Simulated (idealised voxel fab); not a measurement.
process module | voxel gate over fins
cross-section cut | 250 nm wide | cells 5 nm
A cross-section is a grid of square cells, given in bands from the top down. A band is one or more rows of cells.
Each band's line starts with the height of the band's top and of its bottom, in nm. Then come its materials from left to right, each with its width in nm. One material with "throughout" fills the band from edge to edge. "air" is empty space.
Height 0 is the level under which the wafer as received is all one material. The lowest band goes on downwards, as in "0 down".
A width such as "30 to 40" changes by the same amount from each row of cells to the next, from the band's top row to its bottom row.
"no change" after a step means that no cell of the cross-section changed.
closed voids: empty space of 8 cells or more with no open way to the top, each as width x height at its distance from the left edge, in nm
after a step's settings: what the simulator itself notes on the step
overlay nm, on a step with a mask: how far to the right of its planned place the mask lay; to the left if negative
plan
1 op RECEIVE | material Si
2 op CONFORMAL_DEP | material SiN | thk nm 10
3 op PATTERN | tone cover | mask id FINS | material resist | width nm 15 | pitch nm 60 | thk nm 20 | overlay nm 0
4 op DIRECTIONAL_ETCH | etch materials SiN | depth nm 10
5 op DIRECTIONAL_ETCH | etch materials Si | depth nm 40
6 op STRIP | etch materials resist
7 op OXIDIZE | depth nm 5
8 op FILL_DEP | material SiO2 | thk nm 5
9 op CMP | height nm 10
10 op MASKED_ETCH | tone open | mask id RAIL | width nm 15 | etch materials SiO2 | depth nm 45 | overlay nm 0
11 op CONFORMAL_DEP | material TiN | thk nm 5
12 op FILL_DEP | material Ru | thk nm 10
13 op CMP | height nm 10
14 op SELECTIVE_ETCH | etch materials W Ru TiN | depth nm 25
15 op FILL_DEP | material SiO2 | thk nm 5
16 op CMP | height nm 10
17 op SELECTIVE_ETCH | etch materials SiO2 | depth nm 20
18 op STRIP | etch materials SiN
19 op CONFORMAL_DEP | material HfO2 | thk nm 5
20 op CONFORMAL_DEP | material TiN | thk nm 5
21 op CONFORMAL_DEP | material TiAl | thk nm 5
22 op CONFORMAL_DEP | material TiN | thk nm 5
23 op FILL_DEP | material W | thk nm 10
24 op CMP | height nm 25
25 op CONFORMAL_DEP | material SiCN | thk nm 10
as received, after step 1
  0 down: Si throughout
  closed voids: none
a wafer at the end: this start, this plan, one mistake
  35 to 25: SiCN throughout
  25 to 20: W throughout
  20 to 15: W 10 | TiN 45 | W 15 | TiN 45 | W 15 | TiN 45 | W 15 | TiN 45 | W 15
  15 to 10: W 10 | TiN 5 | TiAl 35 | TiN 5 | W 15 | TiN 5 | TiAl 35 | TiN 5 | W 15 | TiN 5 | TiAl 35 | TiN 5 | W 15 | TiN 5 | TiAl 35 | TiN 5 | W 15
  10 to 5: TiN 15 | TiAl 5 | TiN 25 | TiAl 5 | TiN 25 | TiAl 5 | TiN 25 | TiAl 5 | TiN 25 | TiAl 5 | TiN 25 | TiAl 5 | TiN 25 | TiAl 5 | TiN 25 | TiAl 5 | TiN 20
  5 to 0: TiAl 20 | TiN 5 | HfO2 15 | TiN 5 | TiAl 35 | TiN 5 | HfO2 15 | TiN 5 | TiAl 35 | TiN 5 | HfO2 15 | TiN 5 | TiAl 35 | TiN 5 | HfO2 15 | TiN 5 | TiAl 25
  0 to -5: TiN 25 | HfO2 5 | Si 5 | HfO2 5 | TiN 45 | HfO2 5 | Si 5 | HfO2 5 | TiN 45 | HfO2 5 | Si 5 | HfO2 5 | TiN 45 | HfO2 5 | Si 5 | HfO2 5 | TiN 30
  -5 to -10: HfO2 30 | Si 5 | HfO2 55 | Si 5 | HfO2 55 | Si 5 | HfO2 55 | Si 5 | HfO2 35
  -10 to -15: SiO2 30 | Si 5 | SiO2 55 | Si 5 | SiO2 55 | Si 5 | SiO2 55 | Si 5 | SiO2 35
  -15 to -30: Ru 20 | TiN 5 | SiO2 5 | Si 5 | SiO2 5 | TiN 5 | Ru 5 | TiN 5 | SiO2 15 | TiN 5 | Ru 5 | TiN 5 | SiO2 5 | Si 5 | SiO2 5 | TiN 5 | Ru 35 | TiN 5 | SiO2 5 | Si 5 | SiO2 5 | TiN 5 | Ru 35 | TiN 5 | SiO2 5 | Si 5 | SiO2 5 | TiN 5 | Ru 25
  -30 to -35: TiN 25 | SiO2 5 | Si 5 | SiO2 5 | TiN 15 | SiO2 15 | TiN 15 | SiO2 5 | Si 5 | SiO2 5 | TiN 45 | SiO2 5 | Si 5 | SiO2 5 | TiN 45 | SiO2 5 | Si 5 | SiO2 5 | TiN 30
  -35 to -45: SiO2 30 | Si 5 | SiO2 55 | Si 5 | SiO2 55 | Si 5 | SiO2 55 | Si 5 | SiO2 35
  -45 down: Si throughout
  closed voids: none
what went wrong: step 10 ran as: op MASKED_ETCH | tone cover | mask id RAIL | width nm 15 | etch materials SiO2 | depth nm 45 | overlay nm 0
